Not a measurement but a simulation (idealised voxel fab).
Process module, titled voxel gate over fins
For reference, the cross-section in this document is cut, with width 225 nm and square cells of 5 nm.
Just so we're on the same page, the cross-sections are grids of square cells, and they're listed out in bands top to bottom, each band one or more rows deep.
Read a band's entry like this: the first values are the height of its top and the height of its bottom in nm, and what follows is the sequence of materials from left to right, each with its width in nm. Note that "empty" is empty space, and that a single material marked "edge to edge" reaches across the band from edge to edge.
Ref level 0: as-received wafer is one material below here. Bottom band extends down with no lower bound ("top 0, no bottom").
Per-row width for "30 to 40": begins at first number (top row of band), ends at second number (bottom row), increment between rows held constant.
No cell of the cross-section changed in a step that is given as "no alteration".
Basically, "Encapsulated voids" tells you about the enclosed voids: empty spaces with no open way to the top, 8 cells or bigger, each written width x height at distance, where distance is from the left edge, all in nm.
Post-settings text on a step line: simulator's own remark regarding the step.
The optional step-line setting "overlay nm" applies to steps with a mask and quantifies how far to the right of its planned location the mask lay, a negative value indicating leftward placement.
## The planned process steps are enumerated hereunder
- 1: RECEIVE (material Si)
- 2: CONFORMAL_DEP (material SiN; thk nm 5)
- 3: PATTERN (tone cover; mask id FINS; material resist; width nm 15; pitch nm 45; thk nm 20; overlay nm 0)
- 4: DIRECTIONAL_ETCH (etch materials SiN; depth nm 5)
- 5: DIRECTIONAL_ETCH (etch materials Si; depth nm 35)
- 6: STRIP (etch materials resist)
- 7: OXIDIZE (depth nm 5)
- 8: FILL_DEP (material SiO2; thk nm 5)
- 9: CMP (height nm 5)
- 10: SELECTIVE_ETCH (etch materials SiO2; depth nm 15)
- 11: STRIP (etch materials SiN)
- 12: CONFORMAL_DEP (material HfO2; thk nm 5)
- 13: CONFORMAL_DEP (material TiN; thk nm 5)
- 14: FILL_DEP (material W; thk nm 15)
- 15: CMP (height nm 20)
- 16: CONFORMAL_DEP (material SiN; thk nm 10)
## As-received state of the wafer in cross-section, equivalent to post-step 1
  top 0, no bottom = Si edge to edge
  Encapsulated voids: none
## Module complete, cross-section. Starting point and plan per above. One mistake made in running the module
  top 30, bottom 20 = SiN edge to edge
  top 20, bottom 10 = W edge to edge
  top 10, bottom 5 = W=55 / TiN=25 / W=20 / TiN=25 / W=20 / TiN=25 / W=55
  top 5, bottom 0 = W=55 / TiN=5 / HfO2=15 / TiN=5 / W=20 / TiN=5 / HfO2=15 / TiN=5 / W=20 / TiN=5 / HfO2=15 / TiN=5 / W=55
  top 0, bottom -15 = W=55 / TiN=5 / HfO2=5 / Si=5 / HfO2=5 / TiN=5 / W=20 / TiN=5 / HfO2=5 / Si=5 / HfO2=5 / TiN=5 / W=20 / TiN=5 / HfO2=5 / Si=5 / HfO2=5 / TiN=5 / W=55
  top -15, bottom -20 = TiN=60 / HfO2=5 / Si=5 / HfO2=5 / TiN=30 / HfO2=5 / Si=5 / HfO2=5 / TiN=30 / HfO2=5 / Si=5 / HfO2=5 / TiN=60
  top -20, bottom -25 = HfO2=65 / Si=5 / HfO2=40 / Si=5 / HfO2=40 / Si=5 / HfO2=65
  top -25, bottom -40 = SiO2=65 / Si=5 / SiO2=40 / Si=5 / SiO2=40 / Si=5 / SiO2=65
  top -40, no bottom = Si edge to edge
  Encapsulated voids: none
Where did the run depart from the plan? twice over, step 10 of the plan was run
